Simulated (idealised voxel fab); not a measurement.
Process module heading - voxel capacitor over wiring
The cross-section on display is named cut; it measures 260 nm wide, and its cells are 5 nm squares.
Cross-section = grid of square cells, listed top down in bands; band = one or more rows.
For a band, the entry starts with two heights in nm, that of the top and then that of the bottom, and carries on with the band's materials in order from left to right, each alongside its width in nm; the word "throughout" beside a single material means it fills the band edge to edge, and "air" means empty space.
Zero point of the height axis is 0; under it, received wafer = one material. Lowest band: continues down indefinitely, "top 0, no bottom".
Quick explanation for "30->40": the width changes in equal steps down the rows of cells, from the first number in the band's top row to the second number in its bottom row.
Basically "no change" means that step didn't change any cell in the cross-section.
You'll see "Closed void list" listing empty spaces that have no way open to the top, as long as they're 8 cells or more; the notation is width x height at distance, where the distance is from the left edge, and all of it is in nm.
Formally, on a step line, whatever follows the settings is a remark that the simulator itself makes on the step.
overlay nm: where the mask lay relative to plan, measured to the right, on steps with a mask; negatives go left.
This section lists the process steps that were planned
1) RECEIVE [material Si]
2) CONFORMAL_DEP [material SiO2] [thk nm 10]
3) DIRECTIONAL_DEP [material TiN] [thk nm 5]
4) DIRECTIONAL_DEP [material W] [thk nm 20]
5) DIRECTIONAL_DEP [material aC] [thk nm 15]
6) PATTERN [tone cover] [mask id METAL_1] [material resist] [width nm 25] [pitch nm 90] [thk nm 35] [overlay nm 0]
7) DIRECTIONAL_ETCH [etch materials aC] [depth nm 15]
8) STRIP [etch materials resist]
9) DIRECTIONAL_ETCH [etch materials W] [depth nm 20]
10) DIRECTIONAL_ETCH [etch materials TiN] [depth nm 5]
11) STRIP [etch materials aC]
12) FILL_DEP [material lowk] [thk nm 5]
13) CMP [height nm 35]
14) CONFORMAL_DEP [material SiCN] [thk nm 5]
15) DIRECTIONAL_DEP [material lowk] [thk nm 10]
16) MASKED_ETCH [tone open] [mask id PLUG_1] [width nm 15] [etch materials lowk] [depth nm 10] [overlay nm 0]
17) MASKED_ETCH [tone open] [mask id PLUG_1] [width nm 15] [etch materials SiCN] [depth nm 5] [overlay nm 0]
18) EPI [material Ru] [thk nm 10]
19) EPI [material Ru] [thk nm 5]
20) DIRECTIONAL_DEP [material TiN] [thk nm 10]
21) DIRECTIONAL_DEP [material Al2O3] [thk nm 5]
22) DIRECTIONAL_DEP [material TiN] [thk nm 10]
23) PATTERN [tone cover] [mask id UPPER_PLATE] [material resist] [width nm 70] [thk nm 20] [overlay nm 0]
24) DIRECTIONAL_ETCH [etch materials TiN] [depth nm 10]
25) DIRECTIONAL_ETCH [etch materials Al2O3] [depth nm 5]
26) STRIP [etch materials resist]
27) PATTERN [tone cover] [mask id LOWER_PLATE] [material resist] [width nm 80] [thk nm 15] [overlay nm 0]
28) DIRECTIONAL_ETCH [etch materials TiN] [depth nm 10]
29) STRIP [etch materials resist]
30) FILL_DEP [material SiO2] [thk nm 20]
31) CMP [height nm 90]
32) PATTERN [tone open] [mask id PLUG_2] [material resist] [width nm 15] [thk nm 15] [overlay nm 0]
33) DIRECTIONAL_ETCH [etch materials SiO2] [depth nm 15]
34) STRIP [etch materials resist]
35) CONFORMAL_DEP [material TiN] [thk nm 5]
36) FILL_DEP [material W] [thk nm 5]
37) CMP [height nm 90]
38) CONFORMAL_DEP [material SiCN] [thk nm 5]
The first of two wafers, run as planned
So this is the incoming wafer in cross-section - it's already been through step 1
	top 0, no bottom = Si throughout
	Closed void list: none
Upon completion of step 2, the wafer appears in cross-section as shown
	top 10, bottom 0 = SiO2 throughout
	Lower than 0, everything is as it was.
Upon completion of step 3, the wafer appears in cross-section as shown
	top 15, bottom 10 = TiN throughout
	Lower than 10, everything is as it was.
Upon completion of step 4, the wafer appears in cross-section as shown
	top 35, bottom 15 = W throughout
	Lower than 15, everything is as it was.
Upon completion of step 5, the wafer appears in cross-section as shown
	top 50, bottom 35 = aC throughout
	Lower than 35, everything is as it was.
Upon completion of step 6, the wafer appears in cross-section as shown
	top 85, bottom 50 = air 70 | resist 25 | air 65 | resist 25 | air 75
	Lower than 50, everything is as it was.
Upon completion of step 7, the wafer appears in cross-section as shown
	top 70, bottom 50 = air 70 | resist 25 | air 65 | resist 25 | air 75
	top 50, bottom 35 = air 70 | aC 25 | air 65 | aC 25 | air 75
	Lower than 35, everything is as it was.
Upon completion of step 8, the wafer appears in cross-section as shown
	top 50, bottom 35 = air 70 | aC 25 | air 65 | aC 25 | air 75
	Lower than 35, everything is as it was.
Upon completion of step 9, the wafer appears in cross-section as shown
	top 50, bottom 35 = air 70 | aC 25 | air 65 | aC 25 | air 75
	top 35, bottom 15 = air 70 | W 25 | air 65 | W 25 | air 75
	Lower than 15, everything is as it was.
Upon completion of step 10, the wafer appears in cross-section as shown
	top 50, bottom 35 = air 70 | aC 25 | air 65 | aC 25 | air 75
	top 35, bottom 15 = air 70 | W 25 | air 65 | W 25 | air 75
	top 15, bottom 10 = air 70 | TiN 25 | air 65 | TiN 25 | air 75
	Lower than 10, everything is as it was.
Upon completion of step 11, the wafer appears in cross-section as shown
	top 35, bottom 15 = air 70 | W 25 | air 65 | W 25 | air 75
	Lower than 15, everything is as it was.
Upon completion of step 12, the wafer appears in cross-section as shown
	top 40, bottom 35 = lowk throughout
	top 35, bottom 15 = lowk 70 | W 25 | lowk 65 | W 25 | lowk 75
	top 15, bottom 10 = lowk 70 | TiN 25 | lowk 65 | TiN 25 | lowk 75
	Lower than 10, everything is as it was.
Upon completion of step 13, the wafer appears in cross-section as shown
	top 35, bottom 15 = lowk 70 | W 25 | lowk 65 | W 25 | lowk 75
	Lower than 15, everything is as it was.
Upon completion of step 14, the wafer appears in cross-section as shown
	top 40, bottom 35 = SiCN throughout
	Lower than 35, everything is as it was.
Upon completion of step 15, the wafer appears in cross-section as shown
	top 50, bottom 40 = lowk throughout
	Lower than 40, everything is as it was.
Upon completion of step 16, the wafer appears in cross-section as shown
	top 50, bottom 40 = lowk 80 | air 15 | lowk 165
	Lower than 40, everything is as it was.
Upon completion of step 17, the wafer appears in cross-section as shown
	top 50, bottom 40 = lowk 80 | air 15 | lowk 165
	top 40, bottom 35 = SiCN 80 | air 15 | SiCN 165
	Lower than 35, everything is as it was.
Upon completion of step 18, the wafer appears in cross-section as shown
	top 50, bottom 45 = lowk 80 | air 15 | lowk 165
	top 45, bottom 40 = lowk 80 | Ru 15 | lowk 165
	top 40, bottom 35 = SiCN 80 | Ru 15 | SiCN 165
	Lower than 35, everything is as it was.
Upon completion of step 19, the wafer appears in cross-section as shown
	top 50, bottom 40 = lowk 80 | Ru 15 | lowk 165
	Lower than 40, everything is as it was.
Upon completion of step 20, the wafer appears in cross-section as shown
	top 60, bottom 50 = TiN throughout
	Lower than 50, everything is as it was.
Upon completion of step 21, the wafer appears in cross-section as shown
	top 65, bottom 60 = Al2O3 throughout
	Lower than 60, everything is as it was.
Upon completion of step 22, the wafer appears in cross-section as shown
	top 75, bottom 65 = TiN throughout
	Lower than 65, everything is as it was.
Upon completion of step 23, the wafer appears in cross-section as shown
	top 95, bottom 75 = air 80 | resist 70 | air 110
	Lower than 75, everything is as it was.
Upon completion of step 24, the wafer appears in cross-section as shown
	top 95, bottom 75 = air 80 | resist 70 | air 110
	top 75, bottom 65 = air 80 | TiN 70 | air 110
	Lower than 65, everything is as it was.
Upon completion of step 25, the wafer appears in cross-section as shown
	top 95, bottom 75 = air 80 | resist 70 | air 110
	top 75, bottom 65 = air 80 | TiN 70 | air 110
	top 65, bottom 60 = air 80 | Al2O3 70 | air 110
	Lower than 60, everything is as it was.
Upon completion of step 26, the wafer appears in cross-section as shown
	top 75, bottom 65 = air 80 | TiN 70 | air 110
	Lower than 65, everything is as it was.
Upon completion of step 27, the wafer appears in cross-section as shown
	top 90, bottom 75 = air 75 | resist 80 | air 105
	top 75, bottom 65 = air 75 | resist 5 | TiN 70 | resist 5 | air 105
	top 65, bottom 60 = air 75 | resist 5 | Al2O3 70 | resist 5 | air 105
	Lower than 60, everything is as it was.
Upon completion of step 28, the wafer appears in cross-section as shown
	top 90, bottom 75 = air 75 | resist 80 | air 105
	top 75, bottom 65 = air 75 | resist 5 | TiN 70 | resist 5 | air 105
	top 65, bottom 60 = air 75 | resist 5 | Al2O3 70 | resist 5 | air 105
	top 60, bottom 50 = air 75 | TiN 80 | air 105
	Lower than 50, everything is as it was.
Upon completion of step 29, the wafer appears in cross-section as shown
	top 75, bottom 65 = air 80 | TiN 70 | air 110
	top 65, bottom 60 = air 80 | Al2O3 70 | air 110
	Lower than 60, everything is as it was.
Upon completion of step 30, the wafer appears in cross-section as shown
	top 95, bottom 75 = SiO2 throughout
	top 75, bottom 65 = SiO2 80 | TiN 70 | SiO2 110
	top 65, bottom 60 = SiO2 80 | Al2O3 70 | SiO2 110
	top 60, bottom 50 = SiO2 75 | TiN 80 | SiO2 105
	Lower than 50, everything is as it was.
Upon completion of step 31, the wafer appears in cross-section as shown
	top 90, bottom 75 = SiO2 throughout
	Lower than 75, everything is as it was.
Upon completion of step 32, the wafer appears in cross-section as shown
	top 105, bottom 90 = resist 90 | air 15 | resist 155
	Lower than 90, everything is as it was.
Upon completion of step 33, the wafer appears in cross-section as shown
	top 105, bottom 90 = resist 90 | air 15 | resist 155
	top 90, bottom 75 = SiO2 90 | air 15 | SiO2 155
	Lower than 75, everything is as it was.
Upon completion of step 34, the wafer appears in cross-section as shown
	top 90, bottom 75 = SiO2 90 | air 15 | SiO2 155
	Lower than 75, everything is as it was.
Upon completion of step 35, the wafer appears in cross-section as shown
	top 95, bottom 90 = TiN 95 | air 5 | TiN 160
	top 90, bottom 80 = SiO2 90 | TiN 5 | air 5 | TiN 5 | SiO2 155
	top 80, bottom 75 = SiO2 90 | TiN 15 | SiO2 155
	Lower than 75, everything is as it was.
Upon completion of step 36, the wafer appears in cross-section as shown
	top 100, bottom 95 = W throughout
	top 95, bottom 90 = TiN 95 | W 5 | TiN 160
	top 90, bottom 80 = SiO2 90 | TiN 5 | W 5 | TiN 5 | SiO2 155
	Lower than 80, everything is as it was.
Upon completion of step 37, the wafer appears in cross-section as shown
	top 90, bottom 80 = SiO2 90 | TiN 5 | W 5 | TiN 5 | SiO2 155
	Lower than 80, everything is as it was.
Upon completion of step 38, the wafer appears in cross-section as shown
	top 95, bottom 90 = SiCN throughout
	Lower than 90, everything is as it was.
Wafer two. Identical start, identical plan. One mistake in execution. Identical history through step 5
When step 6 should have ended
	top 85, bottom 50 = resist 70 | air 25 | resist 65 | air 25 | resist 75
	Lower than 50, everything is as it was.
When step 7 should have ended
	top 70, bottom 50 = resist 70 | air 25 | resist 65 | air 25 | resist 75
	top 50, bottom 35 = aC 70 | air 25 | aC 65 | air 25 | aC 75
	Lower than 35, everything is as it was.
When step 8 should have ended
	top 50, bottom 35 = aC 70 | air 25 | aC 65 | air 25 | aC 75
	Lower than 35, everything is as it was.
When step 9 should have ended
	top 50, bottom 35 = aC 70 | air 25 | aC 65 | air 25 | aC 75
	top 35, bottom 15 = W 70 | air 25 | W 65 | air 25 | W 75
	Lower than 15, everything is as it was.
When step 10 should have ended
	top 50, bottom 35 = aC 70 | air 25 | aC 65 | air 25 | aC 75
	top 35, bottom 15 = W 70 | air 25 | W 65 | air 25 | W 75
	top 15, bottom 10 = TiN 70 | air 25 | TiN 65 | air 25 | TiN 75
	Lower than 10, everything is as it was.
When step 11 should have ended
	top 35, bottom 15 = W 70 | air 25 | W 65 | air 25 | W 75
	Lower than 15, everything is as it was.
When step 12 should have ended
	top 40, bottom 35 = lowk throughout
	top 35, bottom 15 = W 70 | lowk 25 | W 65 | lowk 25 | W 75
	top 15, bottom 10 = TiN 70 | lowk 25 | TiN 65 | lowk 25 | TiN 75
	Lower than 10, everything is as it was.
When step 13 should have ended
	top 35, bottom 15 = W 70 | lowk 25 | W 65 | lowk 25 | W 75
	Lower than 15, everything is as it was.
When step 14 should have ended
	top 40, bottom 35 = SiCN throughout
	Lower than 35, everything is as it was.
When step 15 should have ended
	top 50, bottom 40 = lowk throughout
	Lower than 40, everything is as it was.
When step 16 should have ended
	top 50, bottom 40 = lowk 80 | air 15 | lowk 165
	Lower than 40, everything is as it was.
When step 17 should have ended
	top 50, bottom 40 = lowk 80 | air 15 | lowk 165
	top 40, bottom 35 = SiCN 80 | air 15 | SiCN 165
	Lower than 35, everything is as it was.
when step 18 should have ended: no change
when step 19 should have ended: no change
When step 20 should have ended
	top 60, bottom 50 = TiN 80 | air 15 | TiN 165
	top 50, bottom 45 = lowk 80 | air 15 | lowk 165
	top 45, bottom 40 = lowk 80 | TiN 15 | lowk 165
	top 40, bottom 35 = SiCN 80 | TiN 15 | SiCN 165
	Lower than 35, everything is as it was.
When step 21 should have ended
	top 65, bottom 60 = Al2O3 80 | air 15 | Al2O3 165
	top 60, bottom 50 = TiN 80 | air 15 | TiN 165
	top 50, bottom 45 = lowk 80 | Al2O3 15 | lowk 165
	Lower than 45, everything is as it was.
When step 22 should have ended
	top 75, bottom 65 = TiN 80 | air 15 | TiN 165
	top 65, bottom 60 = Al2O3 80 | air 15 | Al2O3 165
	top 60, bottom 50 = TiN throughout
	Lower than 50, everything is as it was.
When step 23 should have ended
	top 95, bottom 75 = air 80 | resist 70 | air 110
	top 75, bottom 65 = TiN 80 | resist 15 | TiN 165
	top 65, bottom 60 = Al2O3 80 | resist 15 | Al2O3 165
	Lower than 60, everything is as it was.
When step 24 should have ended
	top 95, bottom 75 = air 80 | resist 70 | air 110
	top 75, bottom 65 = air 80 | resist 15 | TiN 55 | air 110
	Lower than 65, everything is as it was.
When step 25 should have ended
	top 95, bottom 75 = air 80 | resist 70 | air 110
	top 75, bottom 65 = air 80 | resist 15 | TiN 55 | air 110
	top 65, bottom 60 = air 80 | resist 15 | Al2O3 55 | air 110
	Lower than 60, everything is as it was.
When step 26 should have ended
	top 75, bottom 65 = air 95 | TiN 55 | air 110
	top 65, bottom 60 = air 95 | Al2O3 55 | air 110
	Lower than 60, everything is as it was.
When step 27 should have ended
	top 90, bottom 75 = air 75 | resist 80 | air 105
	top 75, bottom 65 = air 75 | resist 20 | TiN 55 | resist 5 | air 105
	top 65, bottom 60 = air 75 | resist 20 | Al2O3 55 | resist 5 | air 105
	Lower than 60, everything is as it was.
When step 28 should have ended
	top 90, bottom 75 = air 75 | resist 80 | air 105
	top 75, bottom 65 = air 75 | resist 20 | TiN 55 | resist 5 | air 105
	top 65, bottom 60 = air 75 | resist 20 | Al2O3 55 | resist 5 | air 105
	top 60, bottom 50 = air 75 | TiN 80 | air 105
	Lower than 50, everything is as it was.
When step 29 should have ended
	top 75, bottom 65 = air 95 | TiN 55 | air 110
	top 65, bottom 60 = air 95 | Al2O3 55 | air 110
	Lower than 60, everything is as it was.
When step 30 should have ended
	top 95, bottom 75 = SiO2 throughout
	top 75, bottom 65 = SiO2 95 | TiN 55 | SiO2 110
	top 65, bottom 60 = SiO2 95 | Al2O3 55 | SiO2 110
	top 60, bottom 50 = SiO2 75 | TiN 80 | SiO2 105
	Lower than 50, everything is as it was.
When step 31 should have ended
	top 90, bottom 75 = SiO2 throughout
	Lower than 75, everything is as it was.
When step 32 should have ended
	top 105, bottom 90 = resist 90 | air 15 | resist 155
	Lower than 90, everything is as it was.
When step 33 should have ended
	top 105, bottom 90 = resist 90 | air 15 | resist 155
	top 90, bottom 75 = SiO2 90 | air 15 | SiO2 155
	Lower than 75, everything is as it was.
When step 34 should have ended
	top 90, bottom 75 = SiO2 90 | air 15 | SiO2 155
	Lower than 75, everything is as it was.
When step 35 should have ended
	top 95, bottom 90 = TiN 95 | air 5 | TiN 160
	top 90, bottom 80 = SiO2 90 | TiN 5 | air 5 | TiN 5 | SiO2 155
	top 80, bottom 75 = SiO2 90 | TiN 15 | SiO2 155
	Lower than 75, everything is as it was.
When step 36 should have ended
	top 100, bottom 95 = W throughout
	top 95, bottom 90 = TiN 95 | W 5 | TiN 160
	top 90, bottom 80 = SiO2 90 | TiN 5 | W 5 | TiN 5 | SiO2 155
	Lower than 80, everything is as it was.
When step 37 should have ended
	top 90, bottom 80 = SiO2 90 | TiN 5 | W 5 | TiN 5 | SiO2 155
	Lower than 80, everything is as it was.
When step 38 should have ended
	top 95, bottom 90 = SiCN throughout
	Lower than 90, everything is as it was.
What was done differently from what was planned? step 6 did not use the planned setting and instead ran as PATTERN [tone open] [mask id METAL_1] [material resist] [width nm 25] [pitch nm 90] [thk nm 35] [overlay nm 0]
Wrapping up, a cell-based count of both wafers puts the second over or under the first for these materials: Ru -9; SiO2 +9; TiN +32; W +128; lowk -160
